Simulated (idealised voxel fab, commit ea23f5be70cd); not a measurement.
Process module under the name voxel self aligned vias
Cross-sectional view cut (width: 285 nm; square cell size: 5 nm).
Square cells in a grid make up a cross-section in this document, and the grid is given as bands, listed from the top down, each one or more rows of cells. Per band: top height and bottom height in nm, followed by the left-to-right materials and their widths in nm; "throughout" marks a single material spanning edge to edge, "empty" marks empty space. For the purposes of this specification, 0 denotes the height below which the wafer in its as-received condition is composed wholly of one material, and the lowermost band, lacking a lower limit, extends downward without end, as expressed in "z 0 and below". A two-number width, for instance "30..40", indicates that the width is equal to the first number in the top row of the band and to the second number in the bottom row, and that it changes by a constant amount per row of cells. Key: "no modification" - step with no changed cell in the cross-section. "Enclosed voids" - sealed voids, min. 8 cells, no opening to top; format: width x height at distance (distance from left edge; nm throughout). after a step's settings: what the simulator itself notes on the step. On any step carrying a mask, the "overlay nm" setting, if present on the step's line, tells how far right of its planned place the mask lay; negative values point to the left.
Process steps (planned):
1: RECEIVE (material Si)
2: CONFORMAL_DEP (material SiO2; thk nm 15)
3: CONFORMAL_DEP (material SiCN; thk nm 5)
4: DIRECTIONAL_DEP (material SiO2; thk nm 25)
5: DIRECTIONAL_DEP (material aC; thk nm 10)
6: PATTERN (tone open; mask id LINES; material resist; width nm 20; pitch nm 55; thk nm 30; overlay nm 0)
7: DIRECTIONAL_ETCH (etch materials aC; depth nm 10)
8: STRIP (etch materials resist)
9: DIRECTIONAL_ETCH (etch materials SiO2; depth nm 25)
10: STRIP (etch materials aC)
11: CONFORMAL_DEP (material TiN; thk nm 5)
12: FILL_DEP (material Ru; thk nm 5)
13: CMP (height nm 45)
14: SELECTIVE_ETCH (etch materials W Ru TiN; depth nm 10)
15: FILL_DEP (material SiN; thk nm 10)
16: CMP (height nm 45)
17: DIRECTIONAL_DEP (material SiO2; thk nm 20)
18: PATTERN (tone open; mask id VIAS; material resist; width nm 30; pitch nm 55; thk nm 15; overlay nm 0)
19: DIRECTIONAL_ETCH (etch materials SiO2; depth nm 20)
20: DIRECTIONAL_ETCH (etch materials SiN; depth nm 10)
21: STRIP (etch materials resist)
22: CONFORMAL_DEP (material TiN; thk nm 5)
23: FILL_DEP (material W; thk nm 10)
24: CMP (height nm 65)
25: CONFORMAL_DEP (material SiN; thk nm 5)
Incoming wafer, cross-sectional view, post step 1:
z 0 and below | Si throughout
Enclosed voids: none
Same starting wafer, same plan as above, one mistake in the execution; this is the cross-section at the end of the module:
z 70 to 65 | SiN throughout
z 65 to 50 | 60 SiO2 / 5 TiN / 20 W / 5 TiN / 25 SiO2 / 5 TiN / 20 W / 5 TiN / 25 SiO2 / 5 TiN / 20 W / 5 TiN / 85 SiO2
z 50 to 45 | 60 SiO2 / 20 TiN / 5 W / 5 TiN / 25 SiO2 / 20 TiN / 5 W / 5 TiN / 25 SiO2 / 20 TiN / 5 W / 5 TiN / 85 SiO2
z 45 to 40 | 75 SiO2 / 5 TiN / 5 W / 5 TiN / 5 SiN / 35 SiO2 / 5 TiN / 5 W / 5 TiN / 5 SiN / 35 SiO2 / 5 TiN / 5 W / 5 TiN / 5 SiN / 80 SiO2
z 40 to 35 | 75 SiO2 / 15 TiN / 5 SiN / 35 SiO2 / 15 TiN / 5 SiN / 35 SiO2 / 15 TiN / 5 SiN / 80 SiO2
z 35 to 25 | 75 SiO2 / 5 TiN / 10 Ru / 5 TiN / 35 SiO2 / 5 TiN / 10 Ru / 5 TiN / 35 SiO2 / 5 TiN / 10 Ru / 5 TiN / 80 SiO2
z 25 to 20 | 75 SiO2 / 20 TiN / 35 SiO2 / 20 TiN / 35 SiO2 / 20 TiN / 80 SiO2
z 20 to 15 | SiCN throughout
z 15 to 0 | SiO2 throughout
z 0 and below | Si throughout
Enclosed voids: none
Run error: note that step 18 departed from the planned setting and was carried out as PATTERN (tone open; mask id VIAS; material resist; width nm 30; pitch nm 55; thk nm 15; overlay nm -10)
